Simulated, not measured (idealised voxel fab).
The following is a process module called voxel self aligned vias.
Each square cell in cross-section cut measures 5 nm, and the section as a whole is 290 nm wide.
In this document a cross-section is written as a grid of square cells. It is given as a series of bands, listed from the top down, and a band is one or more rows of cells. Top height, bottom height, nm. Materials left to right, width each, nm. Single material + "throughout" = fills band edge to edge. "blank" = empty. Measure heights from 0. That's the level where, below it, the as-received wafer is all one material. The lowest band is bottomless and extends downward; write it as in "z 0 and below". With a width like "30..40", each row of cells in the band differs from the next by the same amount, the top row carrying the first number and the bottom row the second. When a step is marked "changes: none", none of the cells in the cross-section changed during that step. In the "Sealed void list" entry, you get each enclosed empty space of 8 cells or more, one with no open way to the top, written width x height at distance, distance from the left edge, in nm. That trailing text on a step's line, after the settings, is the simulator's own remark on the step. For masked steps, "overlay nm" on the step line gives how far right of plan the mask actually lay; a minus sign means it lay to the left.
# The following list gives the planned process steps
step 1: RECEIVE | material Si
step 2: CONFORMAL_DEP | material SiO2 | thk nm 15
step 3: CONFORMAL_DEP | material SiCN | thk nm 5
step 4: DIRECTIONAL_DEP | material SiO2 | thk nm 20
step 5: MASKED_ETCH | tone open | mask id LINES | width nm 30 | pitch nm 65 | etch materials SiO2 | depth nm 20 | overlay nm 0
step 6: CONFORMAL_DEP | material TiN | thk nm 5
step 7: FILL_DEP | material Ru | thk nm 10
step 8: CMP | height nm 40
step 9: SELECTIVE_ETCH | etch materials W Ru TiN | depth nm 5
step 10: FILL_DEP | material SiN | thk nm 10
step 11: CMP | height nm 40
step 12: DIRECTIONAL_DEP | material SiO2 | thk nm 15
step 13: DIRECTIONAL_DEP | material aC | thk nm 10
step 14: PATTERN | tone open | mask id VIAS | material resist | width nm 40 | pitch nm 130 | thk nm 30 | overlay nm 0
step 15: DIRECTIONAL_ETCH | etch materials aC | depth nm 10
step 16: STRIP | etch materials resist
step 17: DIRECTIONAL_ETCH | etch materials SiO2 | depth nm 15
step 18: DIRECTIONAL_ETCH | etch materials SiN | depth nm 5
step 19: STRIP | etch materials aC
step 20: CONFORMAL_DEP | material TiN | thk nm 5
step 21: FILL_DEP | material W | thk nm 10
step 22: CMP | height nm 55
step 23: CONFORMAL_DEP | material SiCN | thk nm 5
# The cross-section here shows the wafer as received, i.e. in its state after step 1
  z 0 and below: Si throughout
  Sealed void list: none
# Post-module cross-section of the first of two wafers (run per plan)
  z 60 to 55: SiCN throughout
  z 55 to 45: SiO2: 60 / TiN: 5 / W: 30 / TiN: 5 / SiO2: 90 / TiN: 5 / W: 30 / TiN: 5 / SiO2: 60
  z 45 to 40: SiO2: 60 / TiN: 10 / W: 20 / TiN: 10 / SiO2: 90 / TiN: 10 / W: 20 / TiN: 10 / SiO2: 60
  z 40 to 35: SiO2: 65 / TiN: 30 / SiO2: 35 / SiN: 30 / SiO2: 35 / TiN: 30 / SiO2: 65
  z 35 to 25: SiO2: 65 / TiN: 5 / Ru: 20 / TiN: 5 / SiO2: 35 / TiN: 5 / Ru: 20 / TiN: 5 / SiO2: 35 / TiN: 5 / Ru: 20 / TiN: 5 / SiO2: 65
  z 25 to 20: SiO2: 65 / TiN: 30 / SiO2: 35 / TiN: 30 / SiO2: 35 / TiN: 30 / SiO2: 65
  z 20 to 15: SiCN throughout
  z 15 to 0: SiO2 throughout
  z 0 and below: Si throughout
  Sealed void list: none
# Cross-section, wafer two of two, end of module: same start and plan as wafer one, one error in execution
  z 60 to 55: SiCN throughout
  z 55 to 40: SiO2: 60 / TiN: 5 / W: 30 / TiN: 5 / SiO2: 90 / TiN: 5 / W: 30 / TiN: 5 / SiO2: 60
  z 40 to 35: SiN: 60 / TiN: 40 / SiN: 90 / TiN: 40 / SiN: 60
  z 35 to 20: SiO2: 65 / TiN: 5 / Ru: 20 / TiN: 5 / SiO2: 35 / TiN: 5 / Ru: 20 / TiN: 5 / SiO2: 35 / TiN: 5 / Ru: 20 / TiN: 5 / SiO2: 65
  z 20 to 15: SiO2: 65 / TiN: 30 / SiO2: 35 / TiN: 30 / SiO2: 35 / TiN: 30 / SiO2: 65
  z 15 to 0: SiO2 throughout
  z 0 and below: Si throughout
  Sealed void list: none
Run error: plan step 3 was not performed, having been skipped
The second wafer ends with more or fewer cells of some materials than the first, per final count: Ru +12, SiCN -58, SiN +36, TiN +6, W +4
